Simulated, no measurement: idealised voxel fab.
Name of the process module below: voxel ribs on slabs
Square cells of 5 nm make up the cross-section cut, whose width is 195 nm.
Just so we're on the same page, the cross-sections are grids of square cells, and they're listed out in bands top to bottom, each band one or more rows deep.
This entry defines a band. It first specifies the height of the band's top and the height of its bottom in nm, and then specifies the band's materials from left to right, stating each material with its width in nm. The word "all across" identifies a single material that fills the band from edge to edge, while the word "blank" identifies empty space.
Measure heights from 0. That's the level where, below it, the as-received wafer is all one material. The lowest band is bottomless and extends downward; write it as in "0 -> down".
The notation "30 to 40" denotes a width that varies across the rows of cells in the band, beginning at the first number in the top row, finishing at the second number in the bottom row, and changing by an identical amount from each row to the next.
The cross-section has no changed cell in any step marked "left unchanged".
Under "Fully closed voids" you'll find the enclosed gaps, the ones with no way out to the top, that are 8 cells or bigger; each reads width x height at distance, with distance counted from the left edge, everything in nm.
Anything after a step's settings on that line? It's the simulator's own note about the step.
A step's line can hold "overlay nm"; with a mask on that step, the setting says how far right of the planned place the mask lay, while a negative setting says it lay to the left.

Planned process steps
1,RECEIVE | material Si
2,DIRECTIONAL_DEP | material SiO2 | thk nm 20
3,DIRECTIONAL_DEP | material polySi | thk nm 25
4,PATTERN | tone cover | mask id RIB | material resist | width nm 20 | thk nm 15 | overlay nm 0
5,DIRECTIONAL_ETCH | etch materials polySi | depth nm 15
6,STRIP | etch materials resist
7,DIRECTIONAL_DEP | material aC | thk nm 10
8,PATTERN | tone cover | mask id SLAB | material resist | width nm 80 | thk nm 25 | overlay nm 0
9,DIRECTIONAL_ETCH | etch materials aC | depth nm 10
10,STRIP | etch materials resist
11,DIRECTIONAL_ETCH | etch materials polySi | depth nm 10
12,STRIP | etch materials aC
13,FILL_DEP | material SiO2 | thk nm 20
14,CMP | height nm 60
15,DIRECTIONAL_DEP | material TiN | thk nm 5
16,PATTERN | tone cover | mask id HEATER | material resist | width nm 30 | thk nm 15 | overlay nm 0
17,DIRECTIONAL_ETCH | etch materials TiN | depth nm 5
18,STRIP | etch materials resist
19,CONFORMAL_DEP | material SiO2 | thk nm 10

Cross-section of the wafer as it came to us, i.e., already through step 1
- 0 -> down  Si all across
- Fully closed voids: none

What the wafer looks like in cross-section after this module, when it starts as shown above and follows the plan above but one mistake is made in running it
- 75 -> 70  70 blank / 50 polySi / 75 blank
- 70 -> 65  polySi all across
- 65 -> 60  80 polySi / 30 TiN / 85 polySi
- 60 -> 45  SiO2 all across
- 45 -> 30  85 SiO2 / 20 polySi / 90 SiO2
- 30 -> 20  55 SiO2 / 80 polySi / 60 SiO2
- 20 -> 0  SiO2 all across
- 0 -> down  Si all across
- Fully closed voids: none
Finding, execution versus plan: it should be noted that step 19 was executed with settings other than those planned, the operation and settings actually applied being CONFORMAL_DEP | material polySi | thk nm 10
